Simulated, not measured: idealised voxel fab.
This is a process module. Its name is voxel air gaps.
It is cross-section cut that appears here, measuring 230 nm in width, its square cells being 5 nm in size.
Format of a cross-section: grid, square cells. Given as bands. Order: top down. Band: one or more rows of cells.
Basically the band line says how high the top is and how high the bottom is, in nm, and then what's in it from left to right, every material with its width in nm. Empty space shows up as "empty", and if a single material carries "throughout" it runs the full band edge to edge.
We count height from 0. Below that, the starting wafer is all one material. The lowest band never ends at the bottom but goes on down; see "z 0 and below" for how that is written.
The expression "30..40" gives the width at the extremes of the band, the first number at its top row of cells and the second at its bottom row, with the width changing by equal amounts from each row to the next in between.
"identical to before" (step): cross-section cells unchanged, all of them.
Entry "Voids, fully enclosed". Content: empty spaces with no open connection to the top, size 8 cells or greater. Each: width x height at distance. Distance: from left edge. Unit: nm.
Post-settings text on a step line: simulator's own remark regarding the step.
overlay nm: how far to the right of its planned place the mask lay on this masked step (negative: to the left).

## Planned process steps
1) RECEIVE,material Si
2) CONFORMAL_DEP,material SiO2,thk nm 10
3) CONFORMAL_DEP,material SiN,thk nm 5
4) DIRECTIONAL_DEP,material lowk,thk nm 40
5) PATTERN,tone open,mask id LINES,material resist,width nm 15,pitch nm 45,thk nm 20,overlay nm 0
6) DIRECTIONAL_ETCH,etch materials lowk,depth nm 40
7) STRIP,etch materials resist
8) CONFORMAL_DEP,material TiN,thk nm 5
9) FILL_DEP,material Ru,thk nm 5
10) CMP,height nm 55
11) EPI,material Ru,thk nm 10
12) SELECTIVE_ETCH,etch materials lowk,depth nm 50
13) CONFORMAL_DEP,material SiCN,thk nm 5
Among the wafers covered here, the point of difference is the width nm at step 5; their starting state is shared, and the plan presents the value of the first wafer.

## Step 1 complete: as-received cross-section of the first of several wafers
	z 0 and below | Si throughout
	Voids, fully enclosed: none

## Post step 13, the closing step of the module: first of several wafers, cross-sectioned
	z 70 to 65 | empty: 25, then SiCN: 180, then empty: 25
	z 65 to 55 | empty: 25, then SiCN: 5, then Ru: 35, then SiCN: 10, then Ru: 35, then SiCN: 10, then Ru: 35, then SiCN: 10, then Ru: 35, then SiCN: 5, then empty: 25
	z 55 to 50 | empty: 25, then SiCN: 15, then TiN: 5, then Ru: 5, then TiN: 5, then SiCN: 30, then TiN: 5, then Ru: 5, then TiN: 5, then SiCN: 30, then TiN: 5, then Ru: 5, then TiN: 5, then SiCN: 30, then TiN: 5, then Ru: 5, then TiN: 5, then SiCN: 15, then empty: 25
	z 50 to 20 | empty: 35, then SiCN: 5, then TiN: 5, then Ru: 5, then TiN: 5, then SiCN: 5, then empty: 20, then SiCN: 5, then TiN: 5, then Ru: 5, then TiN: 5, then SiCN: 5, then empty: 20, then SiCN: 5, then TiN: 5, then Ru: 5, then TiN: 5, then SiCN: 5, then empty: 20, then SiCN: 5, then TiN: 5, then Ru: 5, then TiN: 5, then SiCN: 5, then empty: 35
	z 20 to 15 | SiCN: 40, then TiN: 15, then SiCN: 30, then TiN: 15, then SiCN: 30, then TiN: 15, then SiCN: 30, then TiN: 15, then SiCN: 40
	z 15 to 10 | SiN throughout
	z 10 to 0 | SiO2 throughout
	z 0 and below | Si throughout
	Voids, fully enclosed: 20 x 30 at 60; 20 x 30 at 105; 20 x 30 at 150

## Of the several wafers, the last: cross-section at the end of the module
	z 70 to 65 | empty: 15, then SiCN: 195, then empty: 20
	z 65 to 55 | empty: 15, then SiCN: 5, then Ru: 185, then SiCN: 5, then empty: 20
	z 55 to 50 | empty: 15, then SiCN: 15, then TiN: 5, then Ru: 20, then TiN: 5, then lowk: 15, then TiN: 5, then Ru: 20, then TiN: 5, then lowk: 15, then TiN: 5, then Ru: 20, then TiN: 5, then lowk: 15, then TiN: 5, then Ru: 20, then TiN: 5, then SiCN: 15, then empty: 20
	z 50 to 20 | empty: 25, then SiCN: 5, then TiN: 5, then Ru: 20, then TiN: 5, then lowk: 15, then TiN: 5, then Ru: 20, then TiN: 5, then lowk: 15, then TiN: 5, then Ru: 20, then TiN: 5, then lowk: 15, then TiN: 5, then Ru: 20, then TiN: 5, then SiCN: 5, then empty: 30
	z 20 to 15 | SiCN: 30, then TiN: 30, then lowk: 15, then TiN: 30, then lowk: 15, then TiN: 30, then lowk: 15, then TiN: 30, then SiCN: 35
	z 15 to 10 | SiN throughout
	z 10 to 0 | SiO2 throughout
	z 0 and below | Si throughout
	Voids, fully enclosed: none

## Per wafer, end of module: cells gained (+) or lost (-) per material since receipt, then closed voids
width nm 15, +84 Ru, +158 SiCN, +46 SiN, +92 SiO2, +68 TiN, Voids, fully enclosed: 20 x 30 at 60; 20 x 30 at 105; 20 x 30 at 150
width nm 20, +120 Ru, +146 SiCN, +46 SiN, +92 SiO2, +72 TiN, Voids, fully enclosed: 15 x 30 at 60; 15 x 30 at 105; 15 x 30 at 150
width nm 25, +156 Ru, +74 SiCN, +46 SiN, +92 SiO2, +76 TiN, +96 lowk, Voids, fully enclosed: none
width nm 30, +186 Ru, +74 SiCN, +46 SiN, +92 SiO2, +80 TiN, +72 lowk, Voids, fully enclosed: none
